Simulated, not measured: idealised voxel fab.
Process module under the name voxel transistor to metal
In the cross-section labelled cut, the width is 160 nm and each square cell is 5 nm.
If you're reading a cross-section in this doc, picture square cells in a grid; it comes to you as bands, top ones listed first down to the bottom, and a band can be one or more rows of cells.
The band entry comprises the height of the band's top followed by the height of its bottom, expressed in nm, and subsequently the band's materials from left to right, each stated together with its width in nm. Where a single material is marked with the word "full width", that material fills the band from edge to edge. The word "empty" represents empty space.
Measure heights from 0. That's the level where, below it, the as-received wafer is all one material. The lowest band is bottomless and extends downward; write it as in "from 0 down".
It should be noted that a width expressed as "30->40" varies in equal increments from row to row of cells within the band, taking the value of the first number at the top row and that of the second number at the bottom row.
Given "no modification" for a step, no cell of the cross-section differs between before and after that step.
You'll see "Unvented voids" listing empty spaces that have no way open to the top, as long as they're 8 cells or more; the notation is width x height at distance, where the distance is from the left edge, and all of it is in nm.
The remark found on a step's line after its settings is issued by the simulator itself and pertains to that step.
The line of a step may include "overlay nm". On a step with a mask, this value is how far to the right of its planned place the mask lay. A negative value means the mask lay to the left.
# Process steps foreseen in the plan
1: op RECEIVE | material Si
2: op CONFORMAL_DEP | material SiO2 | thk nm 5
3: op CONFORMAL_DEP | material SiN | thk nm 10
4: op MASKED_ETCH | tone cover | mask id ACTIVE | width nm 125 | etch materials SiN | depth nm 10 | overlay nm 0
5: op MASKED_ETCH | tone cover | mask id ACTIVE | width nm 125 | etch materials SiO2 | depth nm 5 | overlay nm 0
6: op MASKED_ETCH | tone cover | mask id ACTIVE | width nm 125 | etch materials Si | depth nm 20 | overlay nm 0
7: op OXIDIZE | depth nm 5
8: op FILL_DEP | material SiO2 | thk nm 5
9: op CMP | height nm 15
10: op SELECTIVE_ETCH | etch materials SiO2 | depth nm 10
11: op STRIP | etch materials SiN
12: op SELECTIVE_ETCH | etch materials SiO2 | depth nm 5
13: op OXIDIZE | depth nm 5
14: op DIRECTIONAL_DEP | material polySi | thk nm 25
15: op DIRECTIONAL_DEP | material SiCN | thk nm 15
16: op PATTERN | tone cover | mask id GATE | material resist | width nm 35 | thk nm 15 | overlay nm 0
17: op DIRECTIONAL_ETCH | etch materials SiCN | depth nm 25
18: op DIRECTIONAL_ETCH | etch materials polySi | depth nm 35
19: op STRIP | etch materials resist
20: op CONFORMAL_DEP | material SiO2 | thk nm 5
21: op DIRECTIONAL_ETCH | etch materials SiO2 | depth nm 5
22: op CONFORMAL_DEP | material SiN | thk nm 10
23: op DIRECTIONAL_ETCH | etch materials SiN | depth nm 10
24: op DIRECTIONAL_ETCH | etch materials SiO2 | depth nm 5
25: op EPI | material SiGe | thk nm 5
26: op FILL_DEP | material SiO2 | thk nm 5
27: op CMP | height nm 25
28: op STRIP | etch materials polySi
29: op SELECTIVE_ETCH | etch materials SiO2 | depth nm 5
30: op CONFORMAL_DEP | material HfO2 | thk nm 5
31: op CONFORMAL_DEP | material TiN | thk nm 5
32: op FILL_DEP | material W | thk nm 10
33: op CMP | height nm 20
34: op DIRECTIONAL_DEP | material SiO2 | thk nm 15
35: op MASKED_ETCH | tone open | mask id CONTACT | width nm 20 | pitch nm 85 | etch materials SiO2 | depth nm 35 | overlay nm 0
36: op CONFORMAL_DEP | material TiN | thk nm 5
37: op FILL_DEP | material Ru | thk nm 5
38: op CMP | height nm 35
39: op CONFORMAL_DEP | material SiCN | thk nm 5
40: op DIRECTIONAL_DEP | material SiO2 | thk nm 20
41: op DIRECTIONAL_DEP | material aC | thk nm 10
42: op PATTERN | tone open | mask id METAL_1 | material resist | width nm 20 | pitch nm 85 | thk nm 25 | overlay nm 0
43: op DIRECTIONAL_ETCH | etch materials aC | depth nm 10
44: op STRIP | etch materials resist
45: op DIRECTIONAL_ETCH | etch materials SiO2 | depth nm 20
46: op DIRECTIONAL_ETCH | etch materials SiCN | depth nm 5
47: op STRIP | etch materials aC
48: op CONFORMAL_DEP | material TiN | thk nm 5
49: op FILL_DEP | material Cu | thk nm 5
50: op CMP | height nm 60
51: op CONFORMAL_DEP | material SiCN | thk nm 5
52: op DIRECTIONAL_DEP | material lowk | thk nm 25
53: op PATTERN | tone open | mask id METAL_2 | material resist | width nm 20 | pitch nm 85 | thk nm 20 | overlay nm 0
54: op DIRECTIONAL_ETCH | etch materials lowk | depth nm 15
55: op STRIP | etch materials resist
56: op MASKED_ETCH | tone open | mask id METAL_2_HOLES | width nm 15 | pitch nm 85 | etch materials lowk | depth nm 10 | overlay nm 0
57: op MASKED_ETCH | tone open | mask id METAL_2_HOLES | width nm 15 | pitch nm 85 | etch materials SiCN | depth nm 5 | overlay nm 0
58: op CONFORMAL_DEP | material TiN | thk nm 5
59: op FILL_DEP | material Cu | thk nm 10
60: op CMP | height nm 90
61: op CONFORMAL_DEP | material SiN | thk nm 5
# So this is the incoming wafer in cross-section - it's already been through step 1
* from 0 down = Si full width
* Unvented voids: none
# The cross-section shown corresponds to the wafer at the conclusion of the module. The initial structure and the process plan are those presented above; however, one mistake occurred in executing the plan
* from 95 to 90 = SiN full width
* from 90 to 80 = 25 lowk, 5 TiN, 10 Cu, 5 TiN, 65 lowk, 5 TiN, 10 Cu, 5 TiN, 30 lowk
* from 80 to 75 = 25 lowk, 5 TiN, 5 Cu, 10 TiN, 65 lowk, 5 TiN, 5 Cu, 10 TiN, 30 lowk
* from 75 to 65 = 25 lowk, 5 TiN, 5 Cu, 5 TiN, 70 lowk, 5 TiN, 5 Cu, 5 TiN, 35 lowk
* from 65 to 60 = 25 SiCN, 15 TiN, 70 SiCN, 15 TiN, 35 SiCN
* from 60 to 40 = 25 SiO2, 5 TiN, 10 Cu, 5 TiN, 65 SiO2, 5 TiN, 10 Cu, 5 TiN, 30 SiO2
* from 40 to 35 = 25 SiCN, 20 TiN, 65 SiCN, 20 TiN, 30 SiCN
* from 35 to 25 = 25 SiO2, 5 TiN, 10 Ru, 5 TiN, 65 SiO2, 5 TiN, 10 Ru, 5 TiN, 30 SiO2
* from 25 to 20 = 25 SiO2, 20 TiN, 65 SiO2, 20 TiN, 30 SiO2
* from 20 to 5 = 45 Ru, 10 SiN, 5 HfO2, 5 TiN, 25 W, 5 TiN, 5 HfO2, 10 SiN, 50 Ru
* from 5 to 0 = 45 Ru, 10 SiN, 5 HfO2, 35 TiN, 5 HfO2, 10 SiN, 50 Ru
* from 0 to -5 = 15 Ru, 30 SiGe, 10 SiO2, 45 HfO2, 10 SiO2, 30 SiGe, 20 Ru
* from -5 to -25 = 20 SiO2, 115 Si, 25 SiO2
* from -25 down = Si full width
* Unvented voids: none
Processing error: step 26 ran with different settings than intended, the actual operation and settings being op FILL_DEP | material Ru | thk nm 5
